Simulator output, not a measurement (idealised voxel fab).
The name of this process module is voxel gate over fins.
Cross-sectional view cut (width: 155 nm; square cell size: 5 nm).
A cross-section is written here as square cells arranged in a grid, and it is given in bands from the top down, each band taking up one or more rows of cells.
Heights first: top, then bottom, in nm. Then materials, left to right, each with a width in nm. "edge to edge" on a single material: fills the band edge to edge. "air": empty space.
The level at which height equals 0 is the one under which the wafer, as it arrives, is entirely one material. No lower edge exists for the bottom band, which continues downward and is notated as in "z 0 and below".
When a width is written as two numbers, as in "30 to 40", the first number is the width in the top row of cells of the band and the second is the width in its bottom row, and the width changes by the same amount from each row to the next.
Step marked "changes: none"? Then no cell in the cross-section changed in it.
"Cavities, sealed": sealed empty spaces, 8 cells or more, no open way to top, listed width x height at distance, with distance from the left edge and width, height and distance in nm.
Formally, on a step line, whatever follows the settings is a remark that the simulator itself makes on the step.
A step line may carry the setting "overlay nm", which, for steps involving a mask, states the distance by which the mask lay to the right of its intended position; negative values denote displacement to the left.

## So here's the lineup of process steps we planned
| 1 | RECEIVE (material Si) |
| 2 | CONFORMAL_DEP (material SiN; thk nm 10) |
| 3 | DIRECTIONAL_DEP (material aC; thk nm 10) |
| 4 | PATTERN (tone cover; mask id FINS; material resist; width nm 15; pitch nm 35; thk nm 30; overlay nm 0) |
| 5 | DIRECTIONAL_ETCH (etch materials aC; depth nm 10) |
| 6 | STRIP (etch materials resist) |
| 7 | DIRECTIONAL_ETCH (etch materials SiN; depth nm 10) |
| 8 | DIRECTIONAL_ETCH (etch materials Si; depth nm 40) |
| 9 | STRIP (etch materials aC) |
| 10 | FILL_DEP (material SiO2; thk nm 10) |
| 11 | CMP (height nm 10) |
| 12 | SELECTIVE_ETCH (etch materials SiO2; depth nm 25) |
| 13 | STRIP (etch materials SiN) |
| 14 | CONFORMAL_DEP (material HfO2; thk nm 5) |
| 15 | CONFORMAL_DEP (material TiN; thk nm 5) |
| 16 | FILL_DEP (material W; thk nm 10) |
| 17 | CMP (height nm 15) |
| 18 | CONFORMAL_DEP (material SiN; thk nm 10) |

## Incoming wafer in cross-section (state: after step 1)
* z 0 and below  Si edge to edge
* Cavities, sealed: none

## Sectioned view, first of two wafers, at the close of the module, processed as intended in the plan
* z 25 to 15  SiN edge to edge
* z 15 to 10  W edge to edge
* z 10 to 5  W 40  TiN 70  W 45
* z 5 to 0  W 40  TiN 5  HfO2 25  TiN 10  HfO2 25  TiN 5  W 45
* z 0 to -5  W 40  TiN 5  HfO2 5  Si 15  HfO2 5  TiN 10  HfO2 5  Si 15  HfO2 5  TiN 5  W 45
* z -5 to -10  TiN 45  HfO2 5  Si 15  HfO2 5  TiN 10  HfO2 5  Si 15  HfO2 5  TiN 50
* z -10 to -15  HfO2 50  Si 15  HfO2 20  Si 15  HfO2 55
* z -15 to -40  SiO2 50  Si 15  SiO2 20  Si 15  SiO2 55
* z -40 and below  Si edge to edge
* Cavities, sealed: none

## Module end: cross-section of wafer two of two. Same start and process plan as the first wafer. One mistake during execution
* z 25 to 15  SiN edge to edge
* z 15 to 10  W edge to edge
* z 10 to 5  W 40  TiN 75  W 40
* z 5 to 0  W 40  TiN 5  HfO2 30  TiN 5  HfO2 30  TiN 5  W 40
* z 0 to -5  W 40  TiN 5  HfO2 5  Si 20  HfO2 5  TiN 5  HfO2 5  Si 20  HfO2 5  TiN 5  W 40
* z -5 to -10  TiN 45  HfO2 5  Si 20  HfO2 5  TiN 5  HfO2 5  Si 20  HfO2 5  TiN 45
* z -10 to -15  HfO2 50  Si 20  HfO2 15  Si 20  HfO2 50
* z -15 to -40  SiO2 50  Si 20  SiO2 15  Si 20  SiO2 50
* z -40 and below  Si edge to edge
* Cavities, sealed: none
What was done differently from what was planned? step 4 deviated from plan and actually ran as PATTERN (tone cover; mask id FINS; material resist; width nm 20; pitch nm 35; thk nm 30; overlay nm 0)
End of process, cell counts, second wafer against first, materials with more or fewer: Si: 16 more | SiO2: 10 fewer | TiN: 3 fewer | W: 3 fewer
